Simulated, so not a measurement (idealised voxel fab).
The following is a process module called voxel wiring stack.
Cross-section cut spans 265 nm and uses square cells 5 nm in size.
Throughout this document, each cross-section is represented as a grid of square cells and is presented as a sequence of bands enumerated from the top downward, where a band comprises one or more rows of cells.
Per band: top height and bottom height in nm, followed by the left-to-right materials and their widths in nm; "full width" marks a single material spanning edge to edge, "blank" marks empty space.
Height datum 0, below which the as-received substrate wafer is one material. Lowest band open at the bottom, running downward: "0 -> down".
It should be noted that a width expressed as "30 to 40" varies in equal increments from row to row of cells within the band, taking the value of the first number at the top row and that of the second number at the bottom row.
"no change", as given for a step, is the statement that not any cell of the cross-section underwent a change during that step.
Empty spaces counting at least 8 cells and having no open way to the top are listed in "Closed empty spaces". The notation width x height at distance is used for each, the distance being from the left edge and all three values in nm.
Step line, after settings: the simulator's comment on this step.
When a step includes a mask, the "overlay nm" setting on its line states how far to the right of its planned place that mask lay, and negative values state how far to the left.

## Listed below are the process steps as planned
1,RECEIVE [material Si]
2,CONFORMAL_DEP [material SiO2] [thk nm 10]
3,CONFORMAL_DEP [material SiN] [thk nm 5]
4,DIRECTIONAL_DEP [material SiO2] [thk nm 15]
5,DIRECTIONAL_DEP [material aC] [thk nm 10]
6,PATTERN [tone open] [mask id METAL_1] [material resist] [width nm 20] [pitch nm 45] [thk nm 25] [overlay nm 0]
7,DIRECTIONAL_ETCH [etch materials aC] [depth nm 10]
8,STRIP [etch materials resist]
9,DIRECTIONAL_ETCH [etch materials SiO2] [depth nm 15]
10,DIRECTIONAL_ETCH [etch materials SiN] [depth nm 5]
11,STRIP [etch materials aC]
12,CONFORMAL_DEP [material TiN] [thk nm 5]
13,FILL_DEP [material W] [thk nm 10]
14,CMP [height nm 30]
15,CONFORMAL_DEP [material SiCN] [thk nm 5]
16,DIRECTIONAL_DEP [material SiO2] [thk nm 35]
17,DIRECTIONAL_DEP [material aC] [thk nm 10]
18,PATTERN [tone open] [mask id METAL_2_HOLES] [material resist] [width nm 15] [pitch nm 90] [thk nm 30] [overlay nm 0]
19,DIRECTIONAL_ETCH [etch materials aC] [depth nm 10]
20,STRIP [etch materials resist]
21,DIRECTIONAL_ETCH [etch materials SiO2] [depth nm 35]
22,STRIP [etch materials aC]
23,MASKED_ETCH [tone open] [mask id METAL_2] [width nm 20] [pitch nm 45] [etch materials SiO2] [depth nm 20] [overlay nm 0]
24,MASKED_ETCH [tone open] [mask id METAL_2] [width nm 20] [pitch nm 45] [etch materials SiCN] [depth nm 5] [overlay nm 0]
25,CONFORMAL_DEP [material TiN] [thk nm 5]
26,FILL_DEP [material Cu] [thk nm 10]
27,CMP [height nm 70]
28,CONFORMAL_DEP [material SiCN] [thk nm 5]
29,DIRECTIONAL_DEP [material lowk] [thk nm 25]
30,PATTERN [tone open] [mask id METAL_3] [material resist] [width nm 20] [pitch nm 45] [thk nm 20] [overlay nm 0]
31,DIRECTIONAL_ETCH [etch materials lowk] [depth nm 15]
32,STRIP [etch materials resist]
33,MASKED_ETCH [tone open] [mask id METAL_3_HOLES] [width nm 15] [pitch nm 45] [etch materials lowk] [depth nm 10] [overlay nm 0]
34,MASKED_ETCH [tone open] [mask id METAL_3_HOLES] [width nm 15] [pitch nm 45] [etch materials SiCN] [depth nm 5] [overlay nm 0]
35,CONFORMAL_DEP [material TiN] [thk nm 5]
36,FILL_DEP [material Cu] [thk nm 10]
37,CMP [height nm 100]
38,CONFORMAL_DEP [material SiCN] [thk nm 5]
39,DIRECTIONAL_DEP [material lowk] [thk nm 25]
40,MASKED_ETCH [tone open] [mask id METAL_4_HOLES] [width nm 15] [pitch nm 45] [etch materials lowk] [depth nm 25] [overlay nm 0]
41,MASKED_ETCH [tone open] [mask id METAL_4] [width nm 20] [pitch nm 45] [etch materials lowk] [depth nm 15] [overlay nm 0]
42,MASKED_ETCH [tone open] [mask id METAL_4] [width nm 20] [pitch nm 45] [etch materials SiCN] [depth nm 5] [overlay nm 0]
43,CONFORMAL_DEP [material TiN] [thk nm 5]
44,FILL_DEP [material Ru] [thk nm 10]
45,CMP [height nm 130]
46,CONFORMAL_DEP [material SiCN] [thk nm 5]

## Account of the first of two wafers, which was processed as intended

## Here's what the wafer looked like in cross-section when it arrived - that's after step 1
* 0 -> down = Si full width
* Closed empty spaces: none

## Cross-section of the wafer subsequent to step 2
* 10 -> 0 = SiO2 full width
* Under 0: no change, same as before.

## Cross-section of the wafer subsequent to step 3
* 15 -> 10 = SiN full width
* Under 10: no change, same as before.

## Cross-section of the wafer subsequent to step 4
* 30 -> 15 = SiO2 full width
* Under 15: no change, same as before.

## Cross-section of the wafer subsequent to step 5
* 40 -> 30 = aC full width
* Under 30: no change, same as before.

## Cross-section of the wafer subsequent to step 6
* 65 -> 40 = resist=55; blank=20; resist=25; blank=20; resist=25; blank=20; resist=25; blank=20; resist=55
* Under 40: no change, same as before.

## Cross-section of the wafer subsequent to step 7
* 55 -> 40 = resist=55; blank=20; resist=25; blank=20; resist=25; blank=20; resist=25; blank=20; resist=55
* 40 -> 30 = aC=55; blank=20; aC=25; blank=20; aC=25; blank=20; aC=25; blank=20; aC=55
* Under 30: no change, same as before.

## Cross-section of the wafer subsequent to step 8
* 40 -> 30 = aC=55; blank=20; aC=25; blank=20; aC=25; blank=20; aC=25; blank=20; aC=55
* Under 30: no change, same as before.

## Cross-section of the wafer subsequent to step 9
* 40 -> 30 = aC=55; blank=20; aC=25; blank=20; aC=25; blank=20; aC=25; blank=20; aC=55
* 30 -> 15 = SiO2=55; blank=20; SiO2=25; blank=20; SiO2=25; blank=20; SiO2=25; blank=20; SiO2=55
* Under 15: no change, same as before.

## Cross-section of the wafer subsequent to step 10
* 40 -> 30 = aC=55; blank=20; aC=25; blank=20; aC=25; blank=20; aC=25; blank=20; aC=55
* 30 -> 15 = SiO2=55; blank=20; SiO2=25; blank=20; SiO2=25; blank=20; SiO2=25; blank=20; SiO2=55
* 15 -> 10 = SiN=55; blank=20; SiN=25; blank=20; SiN=25; blank=20; SiN=25; blank=20; SiN=55
* Under 10: no change, same as before.

## Cross-section of the wafer subsequent to step 11
* 30 -> 15 = SiO2=55; blank=20; SiO2=25; blank=20; SiO2=25; blank=20; SiO2=25; blank=20; SiO2=55
* Under 15: no change, same as before.

## Cross-section of the wafer subsequent to step 12
* 35 -> 30 = TiN=60; blank=10; TiN=35; blank=10; TiN=35; blank=10; TiN=35; blank=10; TiN=60
* 30 -> 15 = SiO2=55; TiN=5; blank=10; TiN=5; SiO2=25; TiN=5; blank=10; TiN=5; SiO2=25; TiN=5; blank=10; TiN=5; SiO2=25; TiN=5; blank=10; TiN=5; SiO2=55
* 15 -> 10 = SiN=55; TiN=20; SiN=25; TiN=20; SiN=25; TiN=20; SiN=25; TiN=20; SiN=55
* Under 10: no change, same as before.

## Cross-section of the wafer subsequent to step 13
* 45 -> 35 = W full width
* 35 -> 30 = TiN=60; W=10; TiN=35; W=10; TiN=35; W=10; TiN=35; W=10; TiN=60
* 30 -> 15 = SiO2=55; TiN=5; W=10; TiN=5; SiO2=25; TiN=5; W=10; TiN=5; SiO2=25; TiN=5; W=10; TiN=5; SiO2=25; TiN=5; W=10; TiN=5; SiO2=55
* Under 15: no change, same as before.

## Cross-section of the wafer subsequent to step 14
* 30 -> 15 = SiO2=55; TiN=5; W=10; TiN=5; SiO2=25; TiN=5; W=10; TiN=5; SiO2=25; TiN=5; W=10; TiN=5; SiO2=25; TiN=5; W=10; TiN=5; SiO2=55
* Under 15: no change, same as before.

## Cross-section of the wafer subsequent to step 15
* 35 -> 30 = SiCN full width
* Under 30: no change, same as before.

## Cross-section of the wafer subsequent to step 16
* 70 -> 35 = SiO2 full width
* Under 35: no change, same as before.

## Cross-section of the wafer subsequent to step 17
* 80 -> 70 = aC full width
* Under 70: no change, same as before.

## Cross-section of the wafer subsequent to step 18
* 110 -> 80 = resist=55; blank=15; resist=75; blank=15; resist=105
* Under 80: no change, same as before.

## Cross-section of the wafer subsequent to step 19
* 100 -> 80 = resist=55; blank=15; resist=75; blank=15; resist=105
* 80 -> 70 = aC=55; blank=15; aC=75; blank=15; aC=105
* Under 70: no change, same as before.

## Cross-section of the wafer subsequent to step 20
* 80 -> 70 = aC=55; blank=15; aC=75; blank=15; aC=105
* Under 70: no change, same as before.

## Cross-section of the wafer subsequent to step 21
* 80 -> 70 = aC=55; blank=15; aC=75; blank=15; aC=105
* 70 -> 35 = SiO2=55; blank=15; SiO2=75; blank=15; SiO2=105
* Under 35: no change, same as before.

## Cross-section of the wafer subsequent to step 22
* 70 -> 35 = SiO2=55; blank=15; SiO2=75; blank=15; SiO2=105
* Under 35: no change, same as before.

## Cross-section of the wafer subsequent to step 23
* 70 -> 50 = SiO2=55; blank=20; SiO2=25; blank=20; SiO2=25; blank=20; SiO2=25; blank=20; SiO2=55
* Under 50: no change, same as before.

## Cross-section of the wafer subsequent to step 24
* 70 -> 50 = SiO2=55; blank=20; SiO2=25; blank=20; SiO2=25; blank=20; SiO2=25; blank=20; SiO2=55
* 50 -> 35 = SiO2=55; blank=15; SiO2=75; blank=15; SiO2=105
* 35 -> 30 = SiCN=55; blank=15; SiCN=75; blank=15; SiCN=105
* Under 30: no change, same as before.

## Cross-section of the wafer subsequent to step 25
* 75 -> 70 = TiN=60; blank=10; TiN=35; blank=10; TiN=35; blank=10; TiN=35; blank=10; TiN=60
* 70 -> 55 = SiO2=55; TiN=5; blank=10; TiN=5; SiO2=25; TiN=5; blank=10; TiN=5; SiO2=25; TiN=5; blank=10; TiN=5; SiO2=25; TiN=5; blank=10; TiN=5; SiO2=55
* 55 -> 50 = SiO2=55; TiN=5; blank=5; TiN=10; SiO2=25; TiN=20; SiO2=25; TiN=5; blank=5; TiN=10; SiO2=25; TiN=20; SiO2=55
* 50 -> 35 = SiO2=55; TiN=5; blank=5; TiN=5; SiO2=75; TiN=5; blank=5; TiN=5; SiO2=105
* 35 -> 30 = SiCN=55; TiN=15; SiCN=75; TiN=15; SiCN=105
* Under 30: no change, same as before.

## Cross-section of the wafer subsequent to step 26
* 85 -> 75 = Cu full width
* 75 -> 70 = TiN=60; Cu=10; TiN=35; Cu=10; TiN=35; Cu=10; TiN=35; Cu=10; TiN=60
* 70 -> 55 = SiO2=55; TiN=5; Cu=10; TiN=5; SiO2=25; TiN=5; Cu=10; TiN=5; SiO2=25; TiN=5; Cu=10; TiN=5; SiO2=25; TiN=5; Cu=10; TiN=5; SiO2=55
* 55 -> 50 = SiO2=55; TiN=5; Cu=5; TiN=10; SiO2=25; TiN=20; SiO2=25; TiN=5; Cu=5; TiN=10; SiO2=25; TiN=20; SiO2=55
* 50 -> 35 = SiO2=55; TiN=5; Cu=5; TiN=5; SiO2=75; TiN=5; Cu=5; TiN=5; SiO2=105
* Under 35: no change, same as before.

## Cross-section of the wafer subsequent to step 27
* 70 -> 55 = SiO2=55; TiN=5; Cu=10; TiN=5; SiO2=25; TiN=5; Cu=10; TiN=5; SiO2=25; TiN=5; Cu=10; TiN=5; SiO2=25; TiN=5; Cu=10; TiN=5; SiO2=55
* Under 55: no change, same as before.

## Cross-section of the wafer subsequent to step 28
* 75 -> 70 = SiCN full width
* Under 70: no change, same as before.

## Cross-section of the wafer subsequent to step 29
* 100 -> 75 = lowk full width
* Under 75: no change, same as before.

## Cross-section of the wafer subsequent to step 30
* 120 -> 100 = resist=55; blank=20; resist=25; blank=20; resist=25; blank=20; resist=25; blank=20; resist=55
* Under 100: no change, same as before.

## Cross-section of the wafer subsequent to step 31
* 120 -> 100 = resist=55; blank=20; resist=25; blank=20; resist=25; blank=20; resist=25; blank=20; resist=55
* 100 -> 85 = lowk=55; blank=20; lowk=25; blank=20; lowk=25; blank=20; lowk=25; blank=20; lowk=55
* Under 85: no change, same as before.

## Cross-section of the wafer subsequent to step 32
* 100 -> 85 = lowk=55; blank=20; lowk=25; blank=20; lowk=25; blank=20; lowk=25; blank=20; lowk=55
* Under 85: no change, same as before.

## Cross-section of the wafer subsequent to step 33
* 100 -> 85 = lowk=55; blank=20; lowk=25; blank=20; lowk=25; blank=20; lowk=25; blank=20; lowk=55
* 85 -> 75 = lowk=55; blank=15; lowk=30; blank=15; lowk=30; blank=15; lowk=30; blank=15; lowk=60
* Under 75: no change, same as before.

## Cross-section of the wafer subsequent to step 34
* 100 -> 85 = lowk=55; blank=20; lowk=25; blank=20; lowk=25; blank=20; lowk=25; blank=20; lowk=55
* 85 -> 75 = lowk=55; blank=15; lowk=30; blank=15; lowk=30; blank=15; lowk=30; blank=15; lowk=60
* 75 -> 70 = SiCN=55; blank=15; SiCN=30; blank=15; SiCN=30; blank=15; SiCN=30; blank=15; SiCN=60
* Under 70: no change, same as before.

## Cross-section of the wafer subsequent to step 35
* 105 -> 100 = TiN=60; blank=10; TiN=35; blank=10; TiN=35; blank=10; TiN=35; blank=10; TiN=60
* 100 -> 90 = lowk=55; TiN=5; blank=10; TiN=5; lowk=25; TiN=5; blank=10; TiN=5; lowk=25; TiN=5; blank=10; TiN=5; lowk=25; TiN=5; blank=10; TiN=5; lowk=55
* 90 -> 85 = lowk=55; TiN=5; blank=5; TiN=10; lowk=25; TiN=5; blank=5; TiN=10; lowk=25; TiN=5; blank=5; TiN=10; lowk=25; TiN=5; blank=5; TiN=10; lowk=55
* 85 -> 75 = lowk=55; TiN=5; blank=5; TiN=5; lowk=30; TiN=5; blank=5; TiN=5; lowk=30; TiN=5; blank=5; TiN=5; lowk=30; TiN=5; blank=5; TiN=5; lowk=60
* 75 -> 70 = SiCN=55; TiN=15; SiCN=30; TiN=15; SiCN=30; TiN=15; SiCN=30; TiN=15; SiCN=60
* Under 70: no change, same as before.

## Cross-section of the wafer subsequent to step 36
* 115 -> 105 = Cu full width
* 105 -> 100 = TiN=60; Cu=10; TiN=35; Cu=10; TiN=35; Cu=10; TiN=35; Cu=10; TiN=60
* 100 -> 90 = lowk=55; TiN=5; Cu=10; TiN=5; lowk=25; TiN=5; Cu=10; TiN=5; lowk=25; TiN=5; Cu=10; TiN=5; lowk=25; TiN=5; Cu=10; TiN=5; lowk=55
* 90 -> 85 = lowk=55; TiN=5; Cu=5; TiN=10; lowk=25; TiN=5; Cu=5; TiN=10; lowk=25; TiN=5; Cu=5; TiN=10; lowk=25; TiN=5; Cu=5; TiN=10; lowk=55
* 85 -> 75 = lowk=55; TiN=5; Cu=5; TiN=5; lowk=30; TiN=5; Cu=5; TiN=5; lowk=30; TiN=5; Cu=5; TiN=5; lowk=30; TiN=5; Cu=5; TiN=5; lowk=60
* Under 75: no change, same as before.

## Cross-section of the wafer subsequent to step 37
* 100 -> 90 = lowk=55; TiN=5; Cu=10; TiN=5; lowk=25; TiN=5; Cu=10; TiN=5; lowk=25; TiN=5; Cu=10; TiN=5; lowk=25; TiN=5; Cu=10; TiN=5; lowk=55
* Under 90: no change, same as before.

## Cross-section of the wafer subsequent to step 38
* 105 -> 100 = SiCN full width
* Under 100: no change, same as before.

## Cross-section of the wafer subsequent to step 39
* 130 -> 105 = lowk full width
* Under 105: no change, same as before.

## Cross-section of the wafer subsequent to step 40
* 130 -> 105 = lowk=55; blank=15; lowk=30; blank=15; lowk=30; blank=15; lowk=30; blank=15; lowk=60
* Under 105: no change, same as before.

## Cross-section of the wafer subsequent to step 41
* 130 -> 115 = lowk=55; blank=20; lowk=25; blank=20; lowk=25; blank=20; lowk=25; blank=20; lowk=55
* Under 115: no change, same as before.

## Cross-section of the wafer subsequent to step 42
* 130 -> 115 = lowk=55; blank=20; lowk=25; blank=20; lowk=25; blank=20; lowk=25; blank=20; lowk=55
* 115 -> 105 = lowk=55; blank=15; lowk=30; blank=15; lowk=30; blank=15; lowk=30; blank=15; lowk=60
* 105 -> 100 = SiCN=55; blank=15; SiCN=30; blank=15; SiCN=30; blank=15; SiCN=30; blank=15; SiCN=60
* Under 100: no change, same as before.

## Cross-section of the wafer subsequent to step 43
* 135 -> 130 = TiN=60; blank=10; TiN=35; blank=10; TiN=35; blank=10; TiN=35; blank=10; TiN=60
* 130 -> 120 = lowk=55; TiN=5; blank=10; TiN=5; lowk=25; TiN=5; blank=10; TiN=5; lowk=25; TiN=5; blank=10; TiN=5; lowk=25; TiN=5; blank=10; TiN=5; lowk=55
* 120 -> 115 = lowk=55; TiN=5; blank=5; TiN=10; lowk=25; TiN=5; blank=5; TiN=10; lowk=25; TiN=5; blank=5; TiN=10; lowk=25; TiN=5; blank=5; TiN=10; lowk=55
* 115 -> 105 = lowk=55; TiN=5; blank=5; TiN=5; lowk=30; TiN=5; blank=5; TiN=5; lowk=30; TiN=5; blank=5; TiN=5; lowk=30; TiN=5; blank=5; TiN=5; lowk=60
* 105 -> 100 = SiCN=55; TiN=15; SiCN=30; TiN=15; SiCN=30; TiN=15; SiCN=30; TiN=15; SiCN=60
* Under 100: no change, same as before.

## Cross-section of the wafer subsequent to step 44
* 145 -> 135 = Ru full width
* 135 -> 130 = TiN=60; Ru=10; TiN=35; Ru=10; TiN=35; Ru=10; TiN=35; Ru=10; TiN=60
* 130 -> 120 = lowk=55; TiN=5; Ru=10; TiN=5; lowk=25; TiN=5; Ru=10; TiN=5; lowk=25; TiN=5; Ru=10; TiN=5; lowk=25; TiN=5; Ru=10; TiN=5; lowk=55
* 120 -> 115 = lowk=55; TiN=5; Ru=5; TiN=10; lowk=25; TiN=5; Ru=5; TiN=10; lowk=25; TiN=5; Ru=5; TiN=10; lowk=25; TiN=5; Ru=5; TiN=10; lowk=55
* 115 -> 105 = lowk=55; TiN=5; Ru=5; TiN=5; lowk=30; TiN=5; Ru=5; TiN=5; lowk=30; TiN=5; Ru=5; TiN=5; lowk=30; TiN=5; Ru=5; TiN=5; lowk=60
* Under 105: no change, same as before.

## Cross-section of the wafer subsequent to step 45
* 130 -> 120 = lowk=55; TiN=5; Ru=10; TiN=5; lowk=25; TiN=5; Ru=10; TiN=5; lowk=25; TiN=5; Ru=10; TiN=5; lowk=25; TiN=5; Ru=10; TiN=5; lowk=55
* Under 120: no change, same as before.

## Cross-section of the wafer subsequent to step 46
* 135 -> 130 = SiCN full width
* Under 130: no change, same as before.

## Notes, second wafer: start = first wafer's, plan = first wafer's, execution had one mistake; history identical to first through step 17

## Cross-section of the second wafer at the time by which step 18 should have been completed according to the plan
* 110 -> 80 = resist=50; blank=15; resist=75; blank=15; resist=110
* Under 80: no change, same as before.

## Cross-section of the second wafer at the time by which step 19 should have been completed according to the plan
* 100 -> 80 = resist=50; blank=15; resist=75; blank=15; resist=110
* 80 -> 70 = aC=50; blank=15; aC=75; blank=15; aC=110
* Under 70: no change, same as before.

## Cross-section of the second wafer at the time by which step 20 should have been completed according to the plan
* 80 -> 70 = aC=50; blank=15; aC=75; blank=15; aC=110
* Under 70: no change, same as before.

## Cross-section of the second wafer at the time by which step 21 should have been completed according to the plan
* 80 -> 70 = aC=50; blank=15; aC=75; blank=15; aC=110
* 70 -> 35 = SiO2=50; blank=15; SiO2=75; blank=15; SiO2=110
* Under 35: no change, same as before.

## Cross-section of the second wafer at the time by which step 22 should have been completed according to the plan
* 70 -> 35 = SiO2=50; blank=15; SiO2=75; blank=15; SiO2=110
* Under 35: no change, same as before.

## Cross-section of the second wafer at the time by which step 23 should have been completed according to the plan
* 70 -> 50 = SiO2=50; blank=25; SiO2=25; blank=20; SiO2=20; blank=25; SiO2=25; blank=20; SiO2=55
* Under 50: no change, same as before.

## Cross-section of the second wafer at the time by which step 24 should have been completed according to the plan
* 70 -> 50 = SiO2=50; blank=25; SiO2=25; blank=20; SiO2=20; blank=25; SiO2=25; blank=20; SiO2=55
* 50 -> 35 = SiO2=50; blank=15; SiO2=75; blank=15; SiO2=110
* 35 -> 30 = SiCN=55; blank=10; SiCN=80; blank=10; SiCN=110
* Under 30: no change, same as before.

## Cross-section of the second wafer at the time by which step 25 should have been completed according to the plan
* 75 -> 70 = TiN=55; blank=15; TiN=35; blank=10; TiN=30; blank=15; TiN=35; blank=10; TiN=60
* 70 -> 55 = SiO2=50; TiN=5; blank=15; TiN=5; SiO2=25; TiN=5; blank=10; TiN=5; SiO2=20; TiN=5; blank=15; TiN=5; SiO2=25; TiN=5; blank=10; TiN=5; SiO2=55
* 55 -> 50 = SiO2=50; TiN=5; blank=5; TiN=15; SiO2=25; TiN=20; SiO2=20; TiN=5; blank=5; TiN=15; SiO2=25; TiN=20; SiO2=55
* 50 -> 40 = SiO2=50; TiN=5; blank=5; TiN=5; SiO2=75; TiN=5; blank=5; TiN=5; SiO2=110
* 40 -> 35 = SiO2=50; TiN=15; SiO2=75; TiN=15; SiO2=110
* 35 -> 30 = SiCN=55; TiN=10; SiCN=80; TiN=10; SiCN=110
* Under 30: no change, same as before.

## Cross-section of the second wafer at the time by which step 26 should have been completed according to the plan
* 85 -> 75 = Cu full width
* 75 -> 70 = TiN=55; Cu=15; TiN=35; Cu=10; TiN=30; Cu=15; TiN=35; Cu=10; TiN=60
* 70 -> 55 = SiO2=50; TiN=5; Cu=15; TiN=5; SiO2=25; TiN=5; Cu=10; TiN=5; SiO2=20; TiN=5; Cu=15; TiN=5; SiO2=25; TiN=5; Cu=10; TiN=5; SiO2=55
* 55 -> 50 = SiO2=50; TiN=5; Cu=5; TiN=15; SiO2=25; TiN=20; SiO2=20; TiN=5; Cu=5; TiN=15; SiO2=25; TiN=20; SiO2=55
* 50 -> 40 = SiO2=50; TiN=5; Cu=5; TiN=5; SiO2=75; TiN=5; Cu=5; TiN=5; SiO2=110
* Under 40: no change, same as before.

## Cross-section of the second wafer at the time by which step 27 should have been completed according to the plan
* 70 -> 55 = SiO2=50; TiN=5; Cu=15; TiN=5; SiO2=25; TiN=5; Cu=10; TiN=5; SiO2=20; TiN=5; Cu=15; TiN=5; SiO2=25; TiN=5; Cu=10; TiN=5; SiO2=55
* Under 55: no change, same as before.

## Cross-section of the second wafer at the time by which step 28 should have been completed according to the plan
* 75 -> 70 = SiCN full width
* Under 70: no change, same as before.

## Cross-section of the second wafer at the time by which step 29 should have been completed according to the plan
* 100 -> 75 = lowk full width
* Under 75: no change, same as before.

## Cross-section of the second wafer at the time by which step 30 should have been completed according to the plan
* 120 -> 100 = resist=55; blank=20; resist=25; blank=20; resist=25; blank=20; resist=25; blank=20; resist=55
* Under 100: no change, same as before.

## Cross-section of the second wafer at the time by which step 31 should have been completed according to the plan
* 120 -> 100 = resist=55; blank=20; resist=25; blank=20; resist=25; blank=20; resist=25; blank=20; resist=55
* 100 -> 85 = lowk=55; blank=20; lowk=25; blank=20; lowk=25; blank=20; lowk=25; blank=20; lowk=55
* Under 85: no change, same as before.

## Cross-section of the second wafer at the time by which step 32 should have been completed according to the plan
* 100 -> 85 = lowk=55; blank=20; lowk=25; blank=20; lowk=25; blank=20; lowk=25; blank=20; lowk=55
* Under 85: no change, same as before.

## Cross-section of the second wafer at the time by which step 33 should have been completed according to the plan
* 100 -> 85 = lowk=55; blank=20; lowk=25; blank=20; lowk=25; blank=20; lowk=25; blank=20; lowk=55
* 85 -> 75 = lowk=55; blank=15; lowk=30; blank=15; lowk=30; blank=15; lowk=30; blank=15; lowk=60
* Under 75: no change, same as before.

## Cross-section of the second wafer at the time by which step 34 should have been completed according to the plan
* 100 -> 85 = lowk=55; blank=20; lowk=25; blank=20; lowk=25; blank=20; lowk=25; blank=20; lowk=55
* 85 -> 75 = lowk=55; blank=15; lowk=30; blank=15; lowk=30; blank=15; lowk=30; blank=15; lowk=60
* 75 -> 70 = SiCN=55; blank=15; SiCN=30; blank=15; SiCN=30; blank=15; SiCN=30; blank=15; SiCN=60
* Under 70: no change, same as before.

## Cross-section of the second wafer at the time by which step 35 should have been completed according to the plan
* 105 -> 100 = TiN=60; blank=10; TiN=35; blank=10; TiN=35; blank=10; TiN=35; blank=10; TiN=60
* 100 -> 90 = lowk=55; TiN=5; blank=10; TiN=5; lowk=25; TiN=5; blank=10; TiN=5; lowk=25; TiN=5; blank=10; TiN=5; lowk=25; TiN=5; blank=10; TiN=5; lowk=55
* 90 -> 85 = lowk=55; TiN=5; blank=5; TiN=10; lowk=25; TiN=5; blank=5; TiN=10; lowk=25; TiN=5; blank=5; TiN=10; lowk=25; TiN=5; blank=5; TiN=10; lowk=55
* 85 -> 75 = lowk=55; TiN=5; blank=5; TiN=5; lowk=30; TiN=5; blank=5; TiN=5; lowk=30; TiN=5; blank=5; TiN=5; lowk=30; TiN=5; blank=5; TiN=5; lowk=60
* 75 -> 70 = SiCN=55; TiN=15; SiCN=30; TiN=15; SiCN=30; TiN=15; SiCN=30; TiN=15; SiCN=60
* Under 70: no change, same as before.

## Cross-section of the second wafer at the time by which step 36 should have been completed according to the plan
* 115 -> 105 = Cu full width
* 105 -> 100 = TiN=60; Cu=10; TiN=35; Cu=10; TiN=35; Cu=10; TiN=35; Cu=10; TiN=60
* 100 -> 90 = lowk=55; TiN=5; Cu=10; TiN=5; lowk=25; TiN=5; Cu=10; TiN=5; lowk=25; TiN=5; Cu=10; TiN=5; lowk=25; TiN=5; Cu=10; TiN=5; lowk=55
* 90 -> 85 = lowk=55; TiN=5; Cu=5; TiN=10; lowk=25; TiN=5; Cu=5; TiN=10; lowk=25; TiN=5; Cu=5; TiN=10; lowk=25; TiN=5; Cu=5; TiN=10; lowk=55
* 85 -> 75 = lowk=55; TiN=5; Cu=5; TiN=5; lowk=30; TiN=5; Cu=5; TiN=5; lowk=30; TiN=5; Cu=5; TiN=5; lowk=30; TiN=5; Cu=5; TiN=5; lowk=60
* Under 75: no change, same as before.

## Cross-section of the second wafer at the time by which step 37 should have been completed according to the plan
* 100 -> 90 = lowk=55; TiN=5; Cu=10; TiN=5; lowk=25; TiN=5; Cu=10; TiN=5; lowk=25; TiN=5; Cu=10; TiN=5; lowk=25; TiN=5; Cu=10; TiN=5; lowk=55
* Under 90: no change, same as before.

## Cross-section of the second wafer at the time by which step 38 should have been completed according to the plan
* 105 -> 100 = SiCN full width
* Under 100: no change, same as before.

## Cross-section of the second wafer at the time by which step 39 should have been completed according to the plan
* 130 -> 105 = lowk full width
* Under 105: no change, same as before.

## Cross-section of the second wafer at the time by which step 40 should have been completed according to the plan
* 130 -> 105 = lowk=55; blank=15; lowk=30; blank=15; lowk=30; blank=15; lowk=30; blank=15; lowk=60
* Under 105: no change, same as before.

## Cross-section of the second wafer at the time by which step 41 should have been completed according to the plan
* 130 -> 115 = lowk=55; blank=20; lowk=25; blank=20; lowk=25; blank=20; lowk=25; blank=20; lowk=55
* Under 115: no change, same as before.

## Cross-section of the second wafer at the time by which step 42 should have been completed according to the plan
* 130 -> 115 = lowk=55; blank=20; lowk=25; blank=20; lowk=25; blank=20; lowk=25; blank=20; lowk=55
* 115 -> 105 = lowk=55; blank=15; lowk=30; blank=15; lowk=30; blank=15; lowk=30; blank=15; lowk=60
* 105 -> 100 = SiCN=55; blank=15; SiCN=30; blank=15; SiCN=30; blank=15; SiCN=30; blank=15; SiCN=60
* Under 100: no change, same as before.

## Cross-section of the second wafer at the time by which step 43 should have been completed according to the plan
* 135 -> 130 = TiN=60; blank=10; TiN=35; blank=10; TiN=35; blank=10; TiN=35; blank=10; TiN=60
* 130 -> 120 = lowk=55; TiN=5; blank=10; TiN=5; lowk=25; TiN=5; blank=10; TiN=5; lowk=25; TiN=5; blank=10; TiN=5; lowk=25; TiN=5; blank=10; TiN=5; lowk=55
* 120 -> 115 = lowk=55; TiN=5; blank=5; TiN=10; lowk=25; TiN=5; blank=5; TiN=10; lowk=25; TiN=5; blank=5; TiN=10; lowk=25; TiN=5; blank=5; TiN=10; lowk=55
* 115 -> 105 = lowk=55; TiN=5; blank=5; TiN=5; lowk=30; TiN=5; blank=5; TiN=5; lowk=30; TiN=5; blank=5; TiN=5; lowk=30; TiN=5; blank=5; TiN=5; lowk=60
* 105 -> 100 = SiCN=55; TiN=15; SiCN=30; TiN=15; SiCN=30; TiN=15; SiCN=30; TiN=15; SiCN=60
* Under 100: no change, same as before.

## Cross-section of the second wafer at the time by which step 44 should have been completed according to the plan
* 145 -> 135 = Ru full width
* 135 -> 130 = TiN=60; Ru=10; TiN=35; Ru=10; TiN=35; Ru=10; TiN=35; Ru=10; TiN=60
* 130 -> 120 = lowk=55; TiN=5; Ru=10; TiN=5; lowk=25; TiN=5; Ru=10; TiN=5; lowk=25; TiN=5; Ru=10; TiN=5; lowk=25; TiN=5; Ru=10; TiN=5; lowk=55
* 120 -> 115 = lowk=55; TiN=5; Ru=5; TiN=10; lowk=25; TiN=5; Ru=5; TiN=10; lowk=25; TiN=5; Ru=5; TiN=10; lowk=25; TiN=5; Ru=5; TiN=10; lowk=55
* 115 -> 105 = lowk=55; TiN=5; Ru=5; TiN=5; lowk=30; TiN=5; Ru=5; TiN=5; lowk=30; TiN=5; Ru=5; TiN=5; lowk=30; TiN=5; Ru=5; TiN=5; lowk=60
* Under 105: no change, same as before.

## Cross-section of the second wafer at the time by which step 45 should have been completed according to the plan
* 130 -> 120 = lowk=55; TiN=5; Ru=10; TiN=5; lowk=25; TiN=5; Ru=10; TiN=5; lowk=25; TiN=5; Ru=10; TiN=5; lowk=25; TiN=5; Ru=10; TiN=5; lowk=55
* Under 120: no change, same as before.

## Cross-section of the second wafer at the time by which step 46 should have been completed according to the plan
* 135 -> 130 = SiCN full width
* Under 130: no change, same as before.
Nonconformance to the process plan: step 18, actual vs plan mismatch, actual run PATTERN [tone open] [mask id METAL_2_HOLES] [material resist] [width nm 15] [pitch nm 90] [thk nm 30] [overlay nm -5]
Heads up, by the end the second wafer has more or fewer cells of some materials compared to the first: 4 more of Cu, 2 more of SiCN, 8 fewer of SiO2, 2 more of TiN
